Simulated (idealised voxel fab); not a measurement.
Process module under the name voxel capacitor over wiring
Square cells of 5 nm make up the cross-section cut, whose width is 160 nm.
Cross-section = grid of square cells, listed top down in bands; band = one or more rows.
What a band's entry tells you: where the top is and where the bottom is, as heights in nm, and after that what lies inside, material by material from left to right, each with its width in nm. Empty space is written as the word "empty", and a single material marked with the word "throughout" occupies the band from edge to edge.
Height reference: 0 = level under which incoming wafer is all one material. Lowest band: no bottom, runs on downward, e.g. "z 0 and below".
You'd read "30->40" like this: the band's top row of cells is as wide as the first number, its bottom row is as wide as the second, and going down, every row changes width by the same amount as the row before did.
"nothing different" means the step left every cell of the cross-section as it was.
The label "Closed void catalog" introduces a list of the empty spaces, 8 cells or larger, that have no open way up to the top; each entry in it reads width x height at distance, where the distance is taken from the left edge and all three are stated in nm.
On a step's line, text after the settings is the simulator commenting on that step.
A step's line can hold "overlay nm"; with a mask on that step, the setting says how far right of the planned place the mask lay, while a negative setting says it lay to the left.
### Here's what the planned process steps look like
1: op RECEIVE | material Si
2: op CONFORMAL_DEP | material SiO2 | thk nm 15
3: op CONFORMAL_DEP | material SiCN | thk nm 5
4: op DIRECTIONAL_DEP | material lowk | thk nm 15
5: op PATTERN | tone open | mask id METAL_1 | material resist | width nm 30 | pitch nm 95 | thk nm 20 | overlay nm 0
6: op DIRECTIONAL_ETCH | etch materials lowk | depth nm 15
7: op DIRECTIONAL_ETCH | etch materials SiCN | depth nm 5
8: op STRIP | etch materials resist
9: op CONFORMAL_DEP | material TiN | thk nm 5
10: op FILL_DEP | material Ru | thk nm 10
11: op CMP | height nm 35
12: op CONFORMAL_DEP | material SiCN | thk nm 5
13: op DIRECTIONAL_DEP | material lowk | thk nm 10
14: op MASKED_ETCH | tone open | mask id PLUG_1 | width nm 15 | etch materials lowk | depth nm 10 | overlay nm 0
15: op MASKED_ETCH | tone open | mask id PLUG_1 | width nm 15 | etch materials SiCN | depth nm 5 | overlay nm 0
16: op EPI | material Ru | thk nm 10
17: op EPI | material Ru | thk nm 5
18: op DIRECTIONAL_DEP | material TiN | thk nm 5
19: op DIRECTIONAL_DEP | material Al2O3 | thk nm 5
20: op DIRECTIONAL_DEP | material TiN | thk nm 10
21: op MASKED_ETCH | tone cover | mask id UPPER_PLATE | width nm 70 | etch materials TiN | depth nm 10 | overlay nm 0
22: op MASKED_ETCH | tone cover | mask id UPPER_PLATE | width nm 70 | etch materials Al2O3 | depth nm 5 | overlay nm 0
23: op PATTERN | tone cover | mask id LOWER_PLATE | material resist | width nm 80 | thk nm 20 | overlay nm 0
24: op DIRECTIONAL_ETCH | etch materials TiN | depth nm 5
25: op STRIP | etch materials resist
26: op FILL_DEP | material SiO2 | thk nm 15
27: op CMP | height nm 80
28: op PATTERN | tone open | mask id PLUG_2 | material resist | width nm 15 | thk nm 15 | overlay nm 0
29: op DIRECTIONAL_ETCH | etch materials SiO2 | depth nm 10
30: op STRIP | etch materials resist
31: op CONFORMAL_DEP | material TiN | thk nm 5
32: op FILL_DEP | material Cu | thk nm 10
33: op CMP | height nm 80
34: op CONFORMAL_DEP | material SiN | thk nm 5
### Delivered wafer in cross-section: state after step 1
* z 0 and below | Si throughout
* Closed void catalog: none
### First of two wafers at the end of the module, shown in cross-section; run carried out as planned
* z 85 to 80 | SiN throughout
* z 80 to 75 | SiO2=40 / TiN=5 / Cu=5 / TiN=5 / SiO2=105
* z 75 to 70 | SiO2=40 / TiN=15 / SiO2=105
* z 70 to 60 | SiO2=30 / TiN=70 / SiO2=60
* z 60 to 55 | SiO2=30 / Al2O3=70 / SiO2=60
* z 55 to 50 | SiO2=25 / TiN=80 / SiO2=55
* z 50 to 40 | lowk=30 / Ru=15 / lowk=115
* z 40 to 35 | SiCN=30 / Ru=15 / SiCN=115
* z 35 to 20 | lowk=15 / TiN=5 / Ru=20 / TiN=5 / lowk=65 / TiN=5 / Ru=20 / TiN=5 / lowk=20
* z 20 to 15 | SiCN=15 / TiN=30 / SiCN=65 / TiN=30 / SiCN=20
* z 15 to 0 | SiO2 throughout
* z 0 and below | Si throughout
* Closed void catalog: none
### What the second wafer looks like in cross-section once the module is done. Its start and its plan matched the first wafer's exactly; what differed was one mistake in how it was run
* z 85 to 80 | SiN throughout
* z 80 to 75 | SiO2=40 / TiN=5 / Cu=5 / TiN=5 / SiO2=105
* z 75 to 70 | SiO2=40 / TiN=15 / SiO2=105
* z 70 to 60 | SiO2=30 / TiN=70 / SiO2=60
* z 60 to 55 | SiO2=30 / Al2O3=70 / SiO2=60
* z 55 to 50 | SiO2=25 / TiN=80 / SiO2=55
* z 50 to 40 | lowk=30 / Ru=15 / lowk=115
* z 40 to 35 | SiCN=30 / Ru=15 / SiCN=115
* z 35 to 30 | TiN=20 / Ru=20 / TiN=75 / Ru=20 / TiN=25
* z 30 to 20 | lowk=15 / TiN=5 / Ru=20 / TiN=5 / lowk=65 / TiN=5 / Ru=20 / TiN=5 / lowk=20
* z 20 to 15 | lowk=15 / TiN=30 / lowk=65 / TiN=30 / lowk=20
* z 15 to 0 | SiO2 throughout
* z 0 and below | Si throughout
* Closed void catalog: none
It is concluded that the wafer was processed incorrectly with respect to the plan, in that yeah, step 3 of the plan got skipped, never ran
End of process, cell counts, second wafer against first, materials with more or fewer: -20 SiCN; +20 TiN
